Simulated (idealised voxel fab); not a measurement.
Title: Process Module voxel air gaps
245 nm wide, 5 nm square cells: that's cross-section cut.
Reading order for cross-sections: top band down to bottom band. Underlying form: a grid of square cells. Band size: one or more rows of cells.
Band entry format. Leading values: height of top, height of bottom, nm. Remainder: materials in left-to-right order, each with its width in nm. Special words: "all across" on a single material, which then fills the band edge to edge; "empty", empty space.
Below 0: as-received wafer, all one material; heights counted from there. Lowest band: no bottom, goes on down, written "0..down".
So if you see something like "30->40" for the width, read it as the top row of the band sitting at the first number and the bottom row at the second, with every row in between moving by the same amount as the last.
The designation "no modification", where it is given for a processing step, indicates that no cell of the cross-section was altered in the course of that step.
The entry titled "Closed void list" provides the empty spaces that have no open way to the top, restricted to those of 8 cells or more. Each is presented as width x height at distance, the distance being measured from the left edge, with all three in nm.
That trailing text on a step's line, after the settings, is the simulator's own remark on the step.
overlay nm: right-of-plan distance of the mask on a masked step; negative values mean left-of-plan.
### These are the steps we planned for the process
1. RECEIVE: material Si
2. CONFORMAL_DEP: material SiO2, thk nm 10
3. CONFORMAL_DEP: material SiCN, thk nm 5
4. DIRECTIONAL_DEP: material SiO2, thk nm 40
5. DIRECTIONAL_DEP: material aC, thk nm 15
6. PATTERN: tone open, mask id LINES, material resist, width nm 25, pitch nm 55, thk nm 30, overlay nm 0
7. DIRECTIONAL_ETCH: etch materials aC, depth nm 15
8. STRIP: etch materials resist
9. DIRECTIONAL_ETCH: etch materials SiO2, depth nm 40
10. STRIP: etch materials aC
11. CONFORMAL_DEP: material TiN, thk nm 5
12. FILL_DEP: material W, thk nm 10
13. CMP: height nm 55
14. EPI: material Ru, thk nm 10
15. SELECTIVE_ETCH: etch materials SiO2, depth nm 50
16. CONFORMAL_DEP: material SiCN, thk nm 5
### first wafer, as planned
### Cross-section of the incoming wafer, state after step 1
> 0..down = Si all across
> Closed void list: none
### Sectional view: wafer, after step 2
> 10..0 = SiO2 all across
> Whatever lies below 0 is exactly as it was before.
### Sectional view: wafer, after step 3
> 15..10 = SiCN all across
> Whatever lies below 10 is exactly as it was before.
### Sectional view: wafer, after step 4
> 55..15 = SiO2 all across
> Whatever lies below 15 is exactly as it was before.
### Sectional view: wafer, after step 5
> 70..55 = aC all across
> Whatever lies below 55 is exactly as it was before.
### Sectional view: wafer, after step 6
> 100..70 = resist 25; empty 25; resist 30; empty 25; resist 30; empty 25; resist 30; empty 25; resist 30
> Whatever lies below 70 is exactly as it was before.
### Sectional view: wafer, after step 7
> 85..70 = resist 25; empty 25; resist 30; empty 25; resist 30; empty 25; resist 30; empty 25; resist 30
> 70..55 = aC 25; empty 25; aC 30; empty 25; aC 30; empty 25; aC 30; empty 25; aC 30
> Whatever lies below 55 is exactly as it was before.
### Sectional view: wafer, after step 8
> 70..55 = aC 25; empty 25; aC 30; empty 25; aC 30; empty 25; aC 30; empty 25; aC 30
> Whatever lies below 55 is exactly as it was before.
### Sectional view: wafer, after step 9
> 70..55 = aC 25; empty 25; aC 30; empty 25; aC 30; empty 25; aC 30; empty 25; aC 30
> 55..15 = SiO2 25; empty 25; SiO2 30; empty 25; SiO2 30; empty 25; SiO2 30; empty 25; SiO2 30
> Whatever lies below 15 is exactly as it was before.
### Sectional view: wafer, after step 10
> 55..15 = SiO2 25; empty 25; SiO2 30; empty 25; SiO2 30; empty 25; SiO2 30; empty 25; SiO2 30
> Whatever lies below 15 is exactly as it was before.
### Sectional view: wafer, after step 11
> 60..55 = TiN 30; empty 15; TiN 40; empty 15; TiN 40; empty 15; TiN 40; empty 15; TiN 35
> 55..20 = SiO2 25; TiN 5; empty 15; TiN 5; SiO2 30; TiN 5; empty 15; TiN 5; SiO2 30; TiN 5; empty 15; TiN 5; SiO2 30; TiN 5; empty 15; TiN 5; SiO2 30
> 20..15 = SiO2 25; TiN 25; SiO2 30; TiN 25; SiO2 30; TiN 25; SiO2 30; TiN 25; SiO2 30
> Whatever lies below 15 is exactly as it was before.
### Sectional view: wafer, after step 12
> 70..60 = W all across
> 60..55 = TiN 30; W 15; TiN 40; W 15; TiN 40; W 15; TiN 40; W 15; TiN 35
> 55..20 = SiO2 25; TiN 5; W 15; TiN 5; SiO2 30; TiN 5; W 15; TiN 5; SiO2 30; TiN 5; W 15; TiN 5; SiO2 30; TiN 5; W 15; TiN 5; SiO2 30
> Whatever lies below 20 is exactly as it was before.
### Sectional view: wafer, after step 13
> 55..20 = SiO2 25; TiN 5; W 15; TiN 5; SiO2 30; TiN 5; W 15; TiN 5; SiO2 30; TiN 5; W 15; TiN 5; SiO2 30; TiN 5; W 15; TiN 5; SiO2 30
> Whatever lies below 20 is exactly as it was before.
### Sectional view: wafer, after step 14
> 65..55 = empty 15; Ru 45; empty 10; Ru 45; empty 10; Ru 45; empty 10; Ru 45; empty 20
> Whatever lies below 55 is exactly as it was before.
### Sectional view: wafer, after step 15
> 65..55 = empty 15; Ru 45; empty 10; Ru 45; empty 10; Ru 45; empty 10; Ru 45; empty 20
> 55..20 = empty 25; TiN 5; W 15; TiN 5; empty 30; TiN 5; W 15; TiN 5; empty 30; TiN 5; W 15; TiN 5; empty 30; TiN 5; W 15; TiN 5; empty 30
> 20..15 = empty 25; TiN 25; empty 30; TiN 25; empty 30; TiN 25; empty 30; TiN 25; empty 30
> Whatever lies below 15 is exactly as it was before.
### Sectional view: wafer, after step 16
> 70..65 = empty 10; SiCN 220; empty 15
> 65..55 = empty 10; SiCN 5; Ru 45; SiCN 10; Ru 45; SiCN 10; Ru 45; SiCN 10; Ru 45; SiCN 5; empty 15
> 55..50 = empty 10; SiCN 15; TiN 5; W 15; TiN 5; SiCN 30; TiN 5; W 15; TiN 5; SiCN 30; TiN 5; W 15; TiN 5; SiCN 30; TiN 5; W 15; TiN 5; SiCN 15; empty 15
> 50..20 = empty 20; SiCN 5; TiN 5; W 15; TiN 5; SiCN 5; empty 20; SiCN 5; TiN 5; W 15; TiN 5; SiCN 5; empty 20; SiCN 5; TiN 5; W 15; TiN 5; SiCN 5; empty 20; SiCN 5; TiN 5; W 15; TiN 5; SiCN 5; empty 25
> 20..15 = SiCN 25; TiN 25; SiCN 30; TiN 25; SiCN 30; TiN 25; SiCN 30; TiN 25; SiCN 30
> Whatever lies below 15 is exactly as it was before.
> Closed void list: 20 x 30 at 55; 20 x 30 at 110; 20 x 30 at 165
### Wafer two: like wafer one in start and plan, but with one mistake in execution; identical up to and including step 13
### Cross-section of the second wafer when, according to plan, step 14 should have finished
> 75..55 = empty 5; Ru 230; empty 10
> Whatever lies below 55 is exactly as it was before.
### Cross-section of the second wafer when, according to plan, step 15 should have finished
> 75..55 = empty 5; Ru 230; empty 10
> 55..20 = empty 25; TiN 5; W 15; TiN 5; SiO2 30; TiN 5; W 15; TiN 5; SiO2 30; TiN 5; W 15; TiN 5; SiO2 30; TiN 5; W 15; TiN 5; empty 30
> 20..15 = empty 25; TiN 25; SiO2 30; TiN 25; SiO2 30; TiN 25; SiO2 30; TiN 25; empty 30
> Whatever lies below 15 is exactly as it was before.
### Cross-section of the second wafer when, according to plan, step 16 should have finished
> 80..75 = SiCN 240; empty 5
> 75..55 = SiCN 5; Ru 230; SiCN 5; empty 5
> 55..50 = SiCN 25; TiN 5; W 15; TiN 5; SiO2 30; TiN 5; W 15; TiN 5; SiO2 30; TiN 5; W 15; TiN 5; SiO2 30; TiN 5; W 15; TiN 5; SiCN 25; empty 5
> 50..20 = empty 20; SiCN 5; TiN 5; W 15; TiN 5; SiO2 30; TiN 5; W 15; TiN 5; SiO2 30; TiN 5; W 15; TiN 5; SiO2 30; TiN 5; W 15; TiN 5; SiCN 5; empty 25
> 20..15 = SiCN 25; TiN 25; SiO2 30; TiN 25; SiO2 30; TiN 25; SiO2 30; TiN 25; SiCN 30
> Whatever lies below 15 is exactly as it was before.
> Closed void list: 20 x 30 at 0
Processing error: yeah, plan step 14 got run twice
Wrapping up, a cell-based count of both wafers puts the second over or under the first for these materials: Ru +112 | SiCN -72 | SiO2 +144
Upon completion, the first wafer exhibits 3 closed voids and the second wafer exhibits 1.
